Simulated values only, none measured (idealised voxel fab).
process module | voxel trench capacitor
Pictured: cross-section cut, 270 nm wide, on a grid of 5 nm square cells.
Just so we're on the same page, the cross-sections are grids of square cells, and they're listed out in bands top to bottom, each band one or more rows deep.
Band: top height; bottom height; in nm. Then, left to right: material with width in nm, for each material. "throughout": a single material spanning edge to edge. "empty": empty space.
The level at which height equals 0 is the one under which the wafer, as it arrives, is entirely one material. No lower edge exists for the bottom band, which continues downward and is notated as in "0..down".
You'd read "30 to 40" like this: the band's top row of cells is as wide as the first number, its bottom row is as wide as the second, and going down, every row changes width by the same amount as the row before did.
"nothing was modified" after a step means that no cell of the cross-section changed.
Enclosed voids (no open way to top), threshold 8 cells or more, entry "Closed void register", notation width x height at distance, distance from left edge, nm.
On a step's line, text after the settings is the simulator commenting on that step.
overlay nm: step with mask; distance mask lay right of planned place; negative value = left of planned place.
### Process steps - plan
1 RECEIVE: material Si
2 CONFORMAL_DEP: material SiN, thk nm 10
3 DIRECTIONAL_DEP: material aC, thk nm 15
4 PATTERN: tone open, mask id TRENCH, material resist, width nm 25, pitch nm 40, thk nm 35, overlay nm 0
5 DIRECTIONAL_ETCH: etch materials aC, depth nm 15
6 STRIP: etch materials resist
7 DIRECTIONAL_ETCH: etch materials SiN, depth nm 10
8 DIRECTIONAL_ETCH: etch materials Si, depth nm 30
9 STRIP: etch materials aC
10 CONFORMAL_DEP: material HfO2, thk nm 5
11 CONFORMAL_DEP: material TiN, thk nm 5
12 FILL_DEP: material W, thk nm 5
13 CMP: height nm 10
### Cross-section of the wafer at receipt, which is the condition after step 1
	0..down | Si throughout
	Closed void register: none
### The first of the two wafers as seen in cross-section once the module was finished; processing followed the plan
	10..0 | SiN (80), HfO2 (5), TiN (5), W (5), TiN (5), HfO2 (5), SiN (15), HfO2 (5), TiN (5), W (5), TiN (5), HfO2 (5), SiN (15), HfO2 (5), TiN (5), W (5), TiN (5), HfO2 (5), SiN (85)
	0..-20 | Si (80), HfO2 (5), TiN (5), W (5), TiN (5), HfO2 (5), Si (15), HfO2 (5), TiN (5), W (5), TiN (5), HfO2 (5), Si (15), HfO2 (5), TiN (5), W (5), TiN (5), HfO2 (5), Si (85)
	-20..-25 | Si (80), HfO2 (5), TiN (15), HfO2 (5), Si (15), HfO2 (5), TiN (15), HfO2 (5), Si (15), HfO2 (5), TiN (15), HfO2 (5), Si (85)
	-25..-30 | Si (80), HfO2 (25), Si (15), HfO2 (25), Si (15), HfO2 (25), Si (85)
	-30..down | Si throughout
	Closed void register: none
### Cross-section, second wafer: same start as the first, same plan as the first, one mistake in running it; taken at the end of the module
	5..0 | SiN (80), HfO2 (5), TiN (5), W (5), TiN (5), HfO2 (5), SiN (15), HfO2 (5), TiN (5), W (5), TiN (5), HfO2 (5), SiN (15), HfO2 (5), TiN (5), W (5), TiN (5), HfO2 (5), SiN (85)
	0..-20 | Si (80), HfO2 (5), TiN (5), W (5), TiN (5), HfO2 (5), Si (15), HfO2 (5), TiN (5), W (5), TiN (5), HfO2 (5), Si (15), HfO2 (5), TiN (5), W (5), TiN (5), HfO2 (5), Si (85)
	-20..-25 | Si (80), HfO2 (5), TiN (15), HfO2 (5), Si (15), HfO2 (5), TiN (15), HfO2 (5), Si (15), HfO2 (5), TiN (15), HfO2 (5), Si (85)
	-25..-30 | Si (80), HfO2 (25), Si (15), HfO2 (25), Si (15), HfO2 (25), Si (85)
	-30..down | Si throughout
	Closed void register: none
In executing the process, a mistake was made relative to the plan: note that step 13 departed from the planned setting and was carried out as CMP: height nm 5
Cell-count delta at end, second wafer over first, by material: HfO2 -6; SiN -39; TiN -6; W -3
